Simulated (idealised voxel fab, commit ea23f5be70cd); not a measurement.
Process module in this document: voxel capacitor over wiring
This is section cut - it's 235 nm across, gridded in 5 nm square cells.
Bands, listed from the top down, are how a cross-section gets written in this document; the cross-section itself is a grid of square cells, and a band is one or more rows of them.
What a band's entry tells you: where the top is and where the bottom is, as heights in nm, and after that what lies inside, material by material from left to right, each with its width in nm. Empty space is written as the word "blank", and a single material marked with the word "full width" occupies the band from edge to edge.
Height datum 0, below which the as-received substrate wafer is one material. Lowest band open at the bottom, running downward: "from 0 down".
The expression "30..40" gives the width at the extremes of the band, the first number at its top row of cells and the second at its bottom row, with the width changing by equal amounts from each row to the next in between.
What does "nothing got changed" mean for a step? It means no cell of the cross-section changed in that step.
Each empty space that has no open way to the top and spans at least 8 cells appears under "Entrapped voids" as width x height at distance, the distance counted from the left edge, all in nm.
Step line, after settings: the simulator's comment on this step.
What "overlay nm" on a step's line means: if the step has a mask, that mask lay this far to the right of its planned place, or, when the value is negative, to the left.

-- Steps planned for the process
1: op RECEIVE | material Si
2: op CONFORMAL_DEP | material SiO2 | thk nm 15
3: op DIRECTIONAL_DEP | material TiN | thk nm 5
4: op DIRECTIONAL_DEP | material W | thk nm 20
5: op DIRECTIONAL_DEP | material aC | thk nm 15
6: op PATTERN | tone cover | mask id METAL_1 | material resist | width nm 25 | pitch nm 85 | thk nm 35 | overlay nm 0
7: op DIRECTIONAL_ETCH | etch materials aC | depth nm 15
8: op STRIP | etch materials resist
9: op DIRECTIONAL_ETCH | etch materials W | depth nm 20
10: op DIRECTIONAL_ETCH | etch materials TiN | depth nm 5
11: op STRIP | etch materials aC
12: op FILL_DEP | material SiO2 | thk nm 10
13: op CMP | height nm 40
14: op CONFORMAL_DEP | material SiCN | thk nm 5
15: op DIRECTIONAL_DEP | material lowk | thk nm 15
16: op MASKED_ETCH | tone open | mask id PLUG_1 | width nm 15 | etch materials lowk | depth nm 15 | overlay nm 0
17: op MASKED_ETCH | tone open | mask id PLUG_1 | width nm 15 | etch materials SiCN | depth nm 5 | overlay nm 0
18: op CONFORMAL_DEP | material TiN | thk nm 5
19: op FILL_DEP | material Ru | thk nm 10
20: op CMP | height nm 60
21: op DIRECTIONAL_DEP | material TiN | thk nm 5
22: op DIRECTIONAL_DEP | material SiN | thk nm 5
23: op DIRECTIONAL_DEP | material TiN | thk nm 10
24: op DIRECTIONAL_DEP | material aC | thk nm 10
25: op PATTERN | tone cover | mask id UPPER_PLATE | material resist | width nm 65 | thk nm 25 | overlay nm 0
26: op DIRECTIONAL_ETCH | etch materials aC | depth nm 10
27: op STRIP | etch materials resist
28: op DIRECTIONAL_ETCH | etch materials TiN | depth nm 10
29: op DIRECTIONAL_ETCH | etch materials SiN | depth nm 5
30: op STRIP | etch materials aC
31: op DIRECTIONAL_DEP | material aC | thk nm 10
32: op PATTERN | tone cover | mask id LOWER_PLATE | material resist | width nm 75 | thk nm 30 | overlay nm 0
33: op DIRECTIONAL_ETCH | etch materials aC | depth nm 10
34: op STRIP | etch materials resist
35: op DIRECTIONAL_ETCH | etch materials TiN | depth nm 5
36: op STRIP | etch materials aC
37: op FILL_DEP | material SiO2 | thk nm 15
38: op CMP | height nm 90
39: op PATTERN | tone open | mask id PLUG_2 | material resist | width nm 15 | thk nm 20 | overlay nm 0
40: op DIRECTIONAL_ETCH | etch materials SiO2 | depth nm 10
41: op STRIP | etch materials resist
42: op CONFORMAL_DEP | material TiN | thk nm 5
43: op FILL_DEP | material Cu | thk nm 5
44: op CMP | height nm 90
45: op CONFORMAL_DEP | material SiN | thk nm 5

-- First of two wafers - as planned

-- Shown in cross-section is the wafer as received, that is, as it stands after step 1
  from 0 down | Si full width
  Entrapped voids: none

-- The following cross-section depicts the wafer upon completion of step 2
  from 15 to 0 | SiO2 full width
  Note: structure below 0 unchanged.

-- The following cross-section depicts the wafer upon completion of step 3
  from 20 to 15 | TiN full width
  Note: structure below 15 unchanged.

-- The following cross-section depicts the wafer upon completion of step 4
  from 40 to 20 | W full width
  Note: structure below 20 unchanged.

-- The following cross-section depicts the wafer upon completion of step 5
  from 55 to 40 | aC full width
  Note: structure below 40 unchanged.

-- The following cross-section depicts the wafer upon completion of step 6
  from 90 to 55 | blank=60, then resist=25, then blank=60, then resist=25, then blank=65
  Note: structure below 55 unchanged.

-- The following cross-section depicts the wafer upon completion of step 7
  from 75 to 55 | blank=60, then resist=25, then blank=60, then resist=25, then blank=65
  from 55 to 40 | blank=60, then aC=25, then blank=60, then aC=25, then blank=65
  Note: structure below 40 unchanged.

-- The following cross-section depicts the wafer upon completion of step 8
  from 55 to 40 | blank=60, then aC=25, then blank=60, then aC=25, then blank=65
  Note: structure below 40 unchanged.

-- The following cross-section depicts the wafer upon completion of step 9
  from 55 to 40 | blank=60, then aC=25, then blank=60, then aC=25, then blank=65
  from 40 to 20 | blank=60, then W=25, then blank=60, then W=25, then blank=65
  Note: structure below 20 unchanged.

-- The following cross-section depicts the wafer upon completion of step 10
  from 55 to 40 | blank=60, then aC=25, then blank=60, then aC=25, then blank=65
  from 40 to 20 | blank=60, then W=25, then blank=60, then W=25, then blank=65
  from 20 to 15 | blank=60, then TiN=25, then blank=60, then TiN=25, then blank=65
  Note: structure below 15 unchanged.

-- The following cross-section depicts the wafer upon completion of step 11
  from 40 to 20 | blank=60, then W=25, then blank=60, then W=25, then blank=65
  Note: structure below 20 unchanged.

-- The following cross-section depicts the wafer upon completion of step 12
  from 50 to 40 | SiO2 full width
  from 40 to 20 | SiO2=60, then W=25, then SiO2=60, then W=25, then SiO2=65
  from 20 to 15 | SiO2=60, then TiN=25, then SiO2=60, then TiN=25, then SiO2=65
  Note: structure below 15 unchanged.

-- The following cross-section depicts the wafer upon completion of step 13
  from 40 to 20 | SiO2=60, then W=25, then SiO2=60, then W=25, then SiO2=65
  Note: structure below 20 unchanged.

-- The following cross-section depicts the wafer upon completion of step 14
  from 45 to 40 | SiCN full width
  Note: structure below 40 unchanged.

-- The following cross-section depicts the wafer upon completion of step 15
  from 60 to 45 | lowk full width
  Note: structure below 45 unchanged.

-- The following cross-section depicts the wafer upon completion of step 16
  from 60 to 45 | lowk=70, then blank=15, then lowk=150
  Note: structure below 45 unchanged.

-- The following cross-section depicts the wafer upon completion of step 17
  from 60 to 45 | lowk=70, then blank=15, then lowk=150
  from 45 to 40 | SiCN=70, then blank=15, then SiCN=150
  Note: structure below 40 unchanged.

-- The following cross-section depicts the wafer upon completion of step 18
  from 65 to 60 | TiN=75, then blank=5, then TiN=155
  from 60 to 45 | lowk=70, then TiN=5, then blank=5, then TiN=5, then lowk=150
  from 45 to 40 | SiCN=70, then TiN=15, then SiCN=150
  Note: structure below 40 unchanged.

-- The following cross-section depicts the wafer upon completion of step 19
  from 75 to 65 | Ru full width
  from 65 to 60 | TiN=75, then Ru=5, then TiN=155
  from 60 to 45 | lowk=70, then TiN=5, then Ru=5, then TiN=5, then lowk=150
  Note: structure below 45 unchanged.

-- The following cross-section depicts the wafer upon completion of step 20
  from 60 to 45 | lowk=70, then TiN=5, then Ru=5, then TiN=5, then lowk=150
  Note: structure below 45 unchanged.

-- The following cross-section depicts the wafer upon completion of step 21
  from 65 to 60 | TiN full width
  Note: structure below 60 unchanged.

-- The following cross-section depicts the wafer upon completion of step 22
  from 70 to 65 | SiN full width
  Note: structure below 65 unchanged.

-- The following cross-section depicts the wafer upon completion of step 23
  from 80 to 70 | TiN full width
  Note: structure below 70 unchanged.

-- The following cross-section depicts the wafer upon completion of step 24
  from 90 to 80 | aC full width
  Note: structure below 80 unchanged.

-- The following cross-section depicts the wafer upon completion of step 25
  from 115 to 90 | blank=70, then resist=65, then blank=100
  Note: structure below 90 unchanged.

-- The following cross-section depicts the wafer upon completion of step 26
  from 105 to 90 | blank=70, then resist=65, then blank=100
  from 90 to 80 | blank=70, then aC=65, then blank=100
  Note: structure below 80 unchanged.

-- The following cross-section depicts the wafer upon completion of step 27
  from 90 to 80 | blank=70, then aC=65, then blank=100
  Note: structure below 80 unchanged.

-- The following cross-section depicts the wafer upon completion of step 28
  from 90 to 80 | blank=70, then aC=65, then blank=100
  from 80 to 70 | blank=70, then TiN=65, then blank=100
  Note: structure below 70 unchanged.

-- The following cross-section depicts the wafer upon completion of step 29
  from 90 to 80 | blank=70, then aC=65, then blank=100
  from 80 to 70 | blank=70, then TiN=65, then blank=100
  from 70 to 65 | blank=70, then SiN=65, then blank=100
  Note: structure below 65 unchanged.

-- The following cross-section depicts the wafer upon completion of step 30
  from 80 to 70 | blank=70, then TiN=65, then blank=100
  Note: structure below 70 unchanged.

-- The following cross-section depicts the wafer upon completion of step 31
  from 90 to 80 | blank=70, then aC=65, then blank=100
  from 80 to 75 | blank=70, then TiN=65, then blank=100
  from 75 to 70 | aC=70, then TiN=65, then aC=100
  from 70 to 65 | aC=70, then SiN=65, then aC=100
  Note: structure below 65 unchanged.

-- The following cross-section depicts the wafer upon completion of step 32
  from 120 to 90 | blank=65, then resist=75, then blank=95
  from 90 to 80 | blank=65, then resist=5, then aC=65, then resist=5, then blank=95
  from 80 to 75 | blank=65, then resist=5, then TiN=65, then resist=5, then blank=95
  Note: structure below 75 unchanged.

-- The following cross-section depicts the wafer upon completion of step 33
  from 110 to 90 | blank=65, then resist=75, then blank=95
  from 90 to 80 | blank=65, then resist=5, then aC=65, then resist=5, then blank=95
  from 80 to 75 | blank=65, then resist=5, then TiN=65, then resist=5, then blank=95
  from 75 to 70 | blank=65, then aC=5, then TiN=65, then aC=5, then blank=95
  from 70 to 65 | blank=65, then aC=5, then SiN=65, then aC=5, then blank=95
  Note: structure below 65 unchanged.

-- The following cross-section depicts the wafer upon completion of step 34
  from 90 to 80 | blank=70, then aC=65, then blank=100
  from 80 to 75 | blank=70, then TiN=65, then blank=100
  Note: structure below 75 unchanged.

-- The following cross-section depicts the wafer upon completion of step 35
  from 90 to 80 | blank=70, then aC=65, then blank=100
  from 80 to 75 | blank=70, then TiN=65, then blank=100
  from 75 to 70 | blank=65, then aC=5, then TiN=65, then aC=5, then blank=95
  from 70 to 65 | blank=65, then aC=5, then SiN=65, then aC=5, then blank=95
  from 65 to 60 | blank=65, then TiN=75, then blank=95
  Note: structure below 60 unchanged.

-- The following cross-section depicts the wafer upon completion of step 36
  from 80 to 70 | blank=70, then TiN=65, then blank=100
  from 70 to 65 | blank=70, then SiN=65, then blank=100
  Note: structure below 65 unchanged.

-- The following cross-section depicts the wafer upon completion of step 37
  from 95 to 80 | SiO2 full width
  from 80 to 70 | SiO2=70, then TiN=65, then SiO2=100
  from 70 to 65 | SiO2=70, then SiN=65, then SiO2=100
  from 65 to 60 | SiO2=65, then TiN=75, then SiO2=95
  Note: structure below 60 unchanged.

-- The following cross-section depicts the wafer upon completion of step 38
  from 90 to 80 | SiO2 full width
  Note: structure below 80 unchanged.

-- The following cross-section depicts the wafer upon completion of step 39
  from 110 to 90 | resist=80, then blank=15, then resist=140
  Note: structure below 90 unchanged.

-- The following cross-section depicts the wafer upon completion of step 40
  from 110 to 90 | resist=80, then blank=15, then resist=140
  from 90 to 80 | SiO2=80, then blank=15, then SiO2=140
  Note: structure below 80 unchanged.

-- The following cross-section depicts the wafer upon completion of step 41
  from 90 to 80 | SiO2=80, then blank=15, then SiO2=140
  Note: structure below 80 unchanged.

-- The following cross-section depicts the wafer upon completion of step 42
  from 95 to 90 | TiN=85, then blank=5, then TiN=145
  from 90 to 85 | SiO2=80, then TiN=5, then blank=5, then TiN=5, then SiO2=140
  from 85 to 80 | SiO2=80, then TiN=15, then SiO2=140
  Note: structure below 80 unchanged.

-- The following cross-section depicts the wafer upon completion of step 43
  from 100 to 95 | Cu full width
  from 95 to 90 | TiN=85, then Cu=5, then TiN=145
  from 90 to 85 | SiO2=80, then TiN=5, then Cu=5, then TiN=5, then SiO2=140
  Note: structure below 85 unchanged.

-- The following cross-section depicts the wafer upon completion of step 44
  from 90 to 85 | SiO2=80, then TiN=5, then Cu=5, then TiN=5, then SiO2=140
  Note: structure below 85 unchanged.

-- The following cross-section depicts the wafer upon completion of step 45
  from 95 to 90 | SiN full width
  Note: structure below 90 unchanged.

-- Wafer two. Identical start, identical plan. One mistake in execution. Identical history through step 21

-- Cross-sectional view of the second wafer at the intended end time of process step 22
  from 75 to 60 | TiN full width
  Note: structure below 60 unchanged.

-- Cross-sectional view of the second wafer at the intended end time of process step 23
  from 80 to 75 | SiN full width
  Note: structure below 75 unchanged.

-- Cross-sectional view of the second wafer at the intended end time of process step 24
  from 90 to 80 | aC full width
  Note: structure below 80 unchanged.

-- Cross-sectional view of the second wafer at the intended end time of process step 25
  from 115 to 90 | blank=70, then resist=65, then blank=100
  Note: structure below 90 unchanged.

-- Cross-sectional view of the second wafer at the intended end time of process step 26
  from 105 to 90 | blank=70, then resist=65, then blank=100
  from 90 to 80 | blank=70, then aC=65, then blank=100
  Note: structure below 80 unchanged.

-- Cross-sectional view of the second wafer at the intended end time of process step 27
  from 90 to 80 | blank=70, then aC=65, then blank=100
  Note: structure below 80 unchanged.

Cross-sectional view of the second wafer at the intended end time of process step 28: nothing got changed

-- Cross-sectional view of the second wafer at the intended end time of process step 29
  from 90 to 80 | blank=70, then aC=65, then blank=100
  from 80 to 75 | blank=70, then SiN=65, then blank=100
  Note: structure below 75 unchanged.

-- Cross-sectional view of the second wafer at the intended end time of process step 30
  from 80 to 75 | blank=70, then SiN=65, then blank=100
  Note: structure below 75 unchanged.

-- Cross-sectional view of the second wafer at the intended end time of process step 31
  from 90 to 85 | blank=70, then aC=65, then blank=100
  from 85 to 80 | aC full width
  from 80 to 75 | aC=70, then SiN=65, then aC=100
  Note: structure below 75 unchanged.

-- Cross-sectional view of the second wafer at the intended end time of process step 32
  from 120 to 90 | blank=65, then resist=75, then blank=95
  from 90 to 85 | blank=65, then resist=5, then aC=65, then resist=5, then blank=95
  Note: structure below 85 unchanged.

-- Cross-sectional view of the second wafer at the intended end time of process step 33
  from 110 to 90 | blank=65, then resist=75, then blank=95
  from 90 to 85 | blank=65, then resist=5, then aC=65, then resist=5, then blank=95
  from 85 to 80 | blank=65, then aC=75, then blank=95
  from 80 to 75 | blank=65, then aC=5, then SiN=65, then aC=5, then blank=95
  Note: structure below 75 unchanged.

-- Cross-sectional view of the second wafer at the intended end time of process step 34
  from 90 to 80 | blank=70..65, then aC=65..75, then blank=100..95
  Note: structure below 80 unchanged.

-- Cross-sectional view of the second wafer at the intended end time of process step 35
  from 90 to 80 | blank=70..65, then aC=65..75, then blank=100..95
  from 80 to 75 | blank=65, then aC=5, then SiN=65, then aC=5, then blank=95
  from 75 to 70 | blank=65, then TiN=75, then blank=95
  Note: structure below 70 unchanged.

-- Cross-sectional view of the second wafer at the intended end time of process step 36
  from 80 to 75 | blank=70, then SiN=65, then blank=100
  Note: structure below 75 unchanged.

-- Cross-sectional view of the second wafer at the intended end time of process step 37
  from 95 to 80 | SiO2 full width
  from 80 to 75 | SiO2=70, then SiN=65, then SiO2=100
  from 75 to 70 | SiO2=65, then TiN=75, then SiO2=95
  Note: structure below 70 unchanged.

-- Cross-sectional view of the second wafer at the intended end time of process step 38
  from 90 to 80 | SiO2 full width
  Note: structure below 80 unchanged.

-- Cross-sectional view of the second wafer at the intended end time of process step 39
  from 110 to 90 | resist=80, then blank=15, then resist=140
  Note: structure below 90 unchanged.

-- Cross-sectional view of the second wafer at the intended end time of process step 40
  from 110 to 90 | resist=80, then blank=15, then resist=140
  from 90 to 80 | SiO2=80, then blank=15, then SiO2=140
  Note: structure below 80 unchanged.

-- Cross-sectional view of the second wafer at the intended end time of process step 41
  from 90 to 80 | SiO2=80, then blank=15, then SiO2=140
  Note: structure below 80 unchanged.

-- Cross-sectional view of the second wafer at the intended end time of process step 42
  from 95 to 90 | TiN=85, then blank=5, then TiN=145
  from 90 to 85 | SiO2=80, then TiN=5, then blank=5, then TiN=5, then SiO2=140
  from 85 to 80 | SiO2=80, then TiN=15, then SiO2=140
  Note: structure below 80 unchanged.

-- Cross-sectional view of the second wafer at the intended end time of process step 43
  from 100 to 95 | Cu full width
  from 95 to 90 | TiN=85, then Cu=5, then TiN=145
  from 90 to 85 | SiO2=80, then TiN=5, then Cu=5, then TiN=5, then SiO2=140
  Note: structure below 85 unchanged.

-- Cross-sectional view of the second wafer at the intended end time of process step 44
  from 90 to 85 | SiO2=80, then TiN=5, then Cu=5, then TiN=5, then SiO2=140
  Note: structure below 85 unchanged.

-- Cross-sectional view of the second wafer at the intended end time of process step 45
  from 95 to 90 | SiN full width
  Note: structure below 90 unchanged.
Diagnosis: the run placed steps 22 and 23 each in the position the plan gave to the other
Final cells, second wafer relative to first, materials higher or lower: 68 fewer of SiO2, 68 more of TiN
